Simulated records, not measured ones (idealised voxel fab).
This section sets out a process module, namely voxel transistor to metal.
The width of the displayed cross-section, cut, is 170 nm; its cells are square, with a size of 5 nm.
Just so we're on the same page, the cross-sections are grids of square cells, and they're listed out in bands top to bottom, each band one or more rows deep.
Top height, bottom height, nm. Materials left to right, width each, nm. Single material + "everywhere" = fills band edge to edge. "air" = empty.
Note: height 0 marks the level under which the wafer is uniformly one material as received. Lowest band unbounded below, written "0 down".
Width: "30 to 40" (first number = top row, second number = bottom row, same change from row to row of cells).
Given "stayed the same" for a step, no cell of the cross-section differs between before and after that step.
Enclosed voids (no open way to top), threshold 8 cells or more, entry "Closed void inventory", notation width x height at distance, distance from left edge, nm.
Where a step's line continues beyond its settings, the continuation is a remark by the simulator itself on that step.
overlay nm: step with mask; distance mask lay right of planned place; negative value = left of planned place.
### Below is the list of planned process steps
- 1: RECEIVE: material Si
- 2: OXIDIZE: depth nm 5
- 3: CONFORMAL_DEP: material SiN, thk nm 15
- 4: PATTERN: tone cover, mask id ACTIVE, material resist, width nm 95, thk nm 15, overlay nm 0
- 5: DIRECTIONAL_ETCH: etch materials SiN, depth nm 15
- 6: DIRECTIONAL_ETCH: etch materials SiO2, depth nm 5
- 7: DIRECTIONAL_ETCH: etch materials Si, depth nm 25
- 8: STRIP: etch materials resist
- 9: OXIDIZE: depth nm 5
- 10: FILL_DEP: material SiO2, thk nm 10
- 11: CMP: height nm 15
- 12: SELECTIVE_ETCH: etch materials SiO2, depth nm 15
- 13: STRIP: etch materials SiN
- 14: SELECTIVE_ETCH: etch materials SiO2, depth nm 5
- 15: OXIDIZE: depth nm 5
- 16: DIRECTIONAL_DEP: material polySi, thk nm 30
- 17: DIRECTIONAL_DEP: material SiCN, thk nm 10
- 18: MASKED_ETCH: tone cover, mask id GATE, width nm 25, etch materials SiCN, depth nm 20, overlay nm 0
- 19: MASKED_ETCH: tone cover, mask id GATE, width nm 25, etch materials polySi, depth nm 40, overlay nm 0
- 20: CONFORMAL_DEP: material SiN, thk nm 10
- 21: DIRECTIONAL_ETCH: etch materials SiN, depth nm 10
- 22: DIRECTIONAL_ETCH: etch materials SiO2, depth nm 5
- 23: EPI: material nSi, thk nm 5
- 24: FILL_DEP: material SiO2, thk nm 5
- 25: CMP: height nm 35
- 26: DIRECTIONAL_DEP: material SiO2, thk nm 15
- 27: PATTERN: tone open, mask id CONTACT, material resist, width nm 25, pitch nm 60, thk nm 15, overlay nm 0
- 28: DIRECTIONAL_ETCH: etch materials SiO2, depth nm 55
- 29: STRIP: etch materials resist
- 30: CONFORMAL_DEP: material TiN, thk nm 5
- 31: FILL_DEP: material Ru, thk nm 5
- 32: CMP: height nm 50
- 33: CONFORMAL_DEP: material SiN, thk nm 5
- 34: DIRECTIONAL_DEP: material SiO2, thk nm 20
- 35: PATTERN: tone open, mask id METAL_1, material resist, width nm 15, pitch nm 70, thk nm 15, overlay nm 0
- 36: DIRECTIONAL_ETCH: etch materials SiO2, depth nm 20
- 37: DIRECTIONAL_ETCH: etch materials SiN, depth nm 5
- 38: STRIP: etch materials resist
- 39: CONFORMAL_DEP: material TiN, thk nm 5
- 40: FILL_DEP: material Ru, thk nm 10
- 41: CMP: height nm 75
- 42: CONFORMAL_DEP: material SiN, thk nm 5
### Wafer at receipt (post step 1), cross-section
* 0 down = Si everywhere
* Closed void inventory: none
### As-planned run: cross-section of the first of two wafers at end of module
* 80 to 75 = SiN everywhere
* 75 to 55 = SiO2: 40, TiN: 5, Ru: 5, TiN: 5, SiO2: 55, TiN: 5, Ru: 5, TiN: 5, SiO2: 45
* 55 to 50 = SiN: 40, TiN: 15, SiN: 55, TiN: 15, SiN: 45
* 50 to 40 = SiO2: 40, TiN: 5, Ru: 15, TiN: 5, SiO2: 35, TiN: 5, Ru: 15, TiN: 5, SiO2: 45
* 40 to 35 = SiO2: 40, TiN: 5, Ru: 10, TiN: 10, SiO2: 35, TiN: 10, Ru: 10, TiN: 5, SiO2: 45
* 35 to 25 = SiO2: 40, TiN: 5, Ru: 10, TiN: 5, SiN: 10, SiCN: 25, SiN: 10, TiN: 5, Ru: 10, TiN: 5, SiO2: 45
* 25 to 0 = SiO2: 40, TiN: 5, Ru: 10, TiN: 5, SiN: 10, polySi: 25, SiN: 10, TiN: 5, Ru: 10, TiN: 5, SiO2: 45
* 0 to -5 = SiO2: 40, TiN: 20, SiN: 10, polySi: 25, SiN: 10, TiN: 20, SiO2: 45
* -5 to -10 = SiO2: 35, nSi: 25, SiO2: 45, nSi: 25, SiO2: 40
* -10 to -35 = SiO2: 40, Si: 85, SiO2: 45
* -35 down = Si everywhere
* Closed void inventory: none
### Second wafer of the two, sectioned at the end of the module. It began like the first and followed the same plan, but one mistake was made while running it
* 80 to 75 = SiN everywhere
* 75 to 55 = SiO2: 40, TiN: 5, Ru: 5, TiN: 5, SiO2: 55, TiN: 5, Ru: 5, TiN: 5, SiO2: 45
* 55 to 50 = SiN: 40, TiN: 15, SiN: 55, TiN: 15, SiN: 45
* 50 to 40 = SiO2: 40, TiN: 5, Ru: 15, TiN: 5, SiO2: 35, TiN: 5, Ru: 15, TiN: 5, SiO2: 45
* 40 to 35 = SiO2: 40, TiN: 5, Ru: 10, TiN: 10, SiO2: 35, TiN: 10, Ru: 10, TiN: 5, SiO2: 45
* 35 to 30 = SiO2: 40, TiN: 5, Ru: 10, TiN: 5, SiN: 10, SiCN: 25, SiN: 10, TiN: 5, Ru: 10, TiN: 5, SiO2: 45
* 30 to 5 = SiO2: 40, TiN: 5, Ru: 10, TiN: 5, SiN: 10, polySi: 25, SiN: 10, TiN: 5, Ru: 10, TiN: 5, SiO2: 45
* 5 to 0 = SiO2: 40, TiN: 20, SiN: 10, polySi: 25, SiN: 10, TiN: 20, SiO2: 45
* 0 to -5 = SiO2: 30, SiN: 10, nSi: 20, SiO2: 45, nSi: 20, SiN: 10, SiO2: 35
* -5 to -35 = SiO2: 40, Si: 85, SiO2: 45
* -35 down = Si everywhere
* Closed void inventory: none
Misprocessing identified: sequence error: steps 13 and 14 interchanged
Final cells, second wafer relative to first, materials higher or lower: Ru: 4 fewer | Si: 17 more | SiCN: 5 fewer | SiO2: 2 fewer | TiN: 4 fewer | nSi: 2 fewer
